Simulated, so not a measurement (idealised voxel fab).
process module | voxel local oxidation
cross-section cut | 240 nm wide | cells 5 nm
A cross-section is a grid of square cells, given in bands from the top down. A band is one or more rows of cells.
Each band's line starts with the height of the band's top and of its bottom, in nm. Then come its materials from left to right, each with its width in nm. One material with "throughout" fills the band from edge to edge. "air" is empty space.
Height 0 is the level under which the wafer as received is all one material. The lowest band goes on downwards, as in "0 down".
A width such as "30 to 40" changes by the same amount from each row of cells to the next, from the band's top row to its bottom row.
"no change" after a step means that no cell of the cross-section changed.
closed voids: empty space of 8 cells or more with no open way to the top, each as width x height at its distance from the left edge, in nm
after a step's settings: what the simulator itself notes on the step
overlay nm, on a step with a mask: how far to the right of its planned place the mask lay; to the left if negative
plan
1 op RECEIVE | material Si
2 op OXIDIZE | depth nm 5
3 op CONFORMAL_DEP | material SiN | thk nm 10
4 op DIRECTIONAL_DEP | material aC | thk nm 15
5 op PATTERN | tone cover | mask id ACTIVE | material resist | width nm 100 | thk nm 35 | overlay nm 0
6 op DIRECTIONAL_ETCH | etch materials aC | depth nm 15
7 op STRIP | etch materials resist
8 op DIRECTIONAL_ETCH | etch materials SiN | depth nm 10
9 op STRIP | etch materials aC
10 op SELECTIVE_ETCH | etch materials SiO2 | depth nm 5
11 op OXIDIZE | depth nm 15
12 op STRIP | etch materials SiN
as received, after step 1
  0 down: Si throughout
  closed voids: none
a wafer at the end: this start, this plan, one mistake
  0 to -5: air 85 | SiO2 90 | air 65
  -5 to -20: SiO2 100 | Si 60 | SiO2 80
  -20 down: Si throughout
  closed voids: none
what went wrong: step 5 ran as: op PATTERN | tone cover | mask id ACTIVE | material resist | width nm 100 | thk nm 35 | overlay nm 10
